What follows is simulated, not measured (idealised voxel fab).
The following process module bears the name voxel trench capacitor.
It is cross-section cut that appears here, measuring 180 nm in width, its square cells being 5 nm in size.
Heads up, the way a cross-section reads in here is a grid of square cells, handed over as bands from the top down, with every band being one or more rows of cells. Within each band entry, the heights of the top and of the bottom of the band appear first, in that order and in nm; the materials of the band then follow from left to right, each with its corresponding width in nm. The designation "everywhere" on a single material indicates that it fills the band from edge to edge; the designation "blank" indicates empty space. It should be noted that heights are counted from 0, beneath which the wafer as supplied is of one material throughout, and that the lowest band possesses no lower boundary but continues downward, as written in "top 0, no bottom". The two numbers in a width such as "30 to 40" mark its ends across the band: the first belongs to the top row of cells, the second to the bottom row, and from each row to the next the width moves by the same amount. Take "left unchanged" at face value: in the step it is given for, the cross-section changed in none of its cells. Basically, "Non-vented voids" tells you about the enclosed voids: empty spaces with no open way to the top, 8 cells or bigger, each written width x height at distance, where distance is from the left edge, all in nm. On each step's line, the part that comes after the settings is the simulator's own comment on the step. Regarding "overlay nm": on a step with a mask, it is the distance the mask lay to the right of its planned place; a negative value places it to the left.
Steps planned for the process
1: RECEIVE with material Si
2: CONFORMAL_DEP with material SiN, thk nm 10
3: DIRECTIONAL_DEP with material aC, thk nm 10
4: PATTERN with tone open, mask id TRENCH, material resist, width nm 25, pitch nm 55, thk nm 25, overlay nm 0
5: DIRECTIONAL_ETCH with etch materials aC, depth nm 10
6: STRIP with etch materials resist
7: DIRECTIONAL_ETCH with etch materials SiN, depth nm 10
8: DIRECTIONAL_ETCH with etch materials Si, depth nm 40
9: STRIP with etch materials aC
10: CONFORMAL_DEP with material SiO2, thk nm 5
11: FILL_DEP with material polySi, thk nm 10
12: CMP with height nm 10
Wafer cross-section on receipt, i.e. after step 1
top 0, no bottom  Si everywhere
Non-vented voids: none
first wafer at the end, as planned
top 10, bottom 0  50 of SiN / 5 of SiO2 / 15 of polySi / 5 of SiO2 / 30 of SiN / 5 of SiO2 / 15 of polySi / 5 of SiO2 / 50 of SiN
top 0, bottom -35  50 of Si / 5 of SiO2 / 15 of polySi / 5 of SiO2 / 30 of Si / 5 of SiO2 / 15 of polySi / 5 of SiO2 / 50 of Si
top -35, bottom -40  50 of Si / 25 of SiO2 / 30 of Si / 25 of SiO2 / 50 of Si
top -40, no bottom  Si everywhere
Non-vented voids: none
Same start, same plan as the first wafer - but one mistake in the run. Cross-section of the second of the two at the end of the module
top 25, bottom 15  polySi everywhere
top 15, bottom 10  55 of SiO2 / 15 of polySi / 40 of SiO2 / 15 of polySi / 55 of SiO2
top 10, bottom 0  50 of SiN / 5 of SiO2 / 15 of polySi / 5 of SiO2 / 30 of SiN / 5 of SiO2 / 15 of polySi / 5 of SiO2 / 50 of SiN
top 0, bottom -35  50 of Si / 5 of SiO2 / 15 of polySi / 5 of SiO2 / 30 of Si / 5 of SiO2 / 15 of polySi / 5 of SiO2 / 50 of Si
top -35, bottom -40  50 of Si / 25 of SiO2 / 30 of Si / 25 of SiO2 / 50 of Si
top -40, no bottom  Si everywhere
Non-vented voids: none
what went wrong: execution of step 12 of the plan did not take place, the step having been omitted
Per the end-of-run cell counts, the second wafer holds more or fewer of some materials than the first: +30 SiO2; +78 polySi
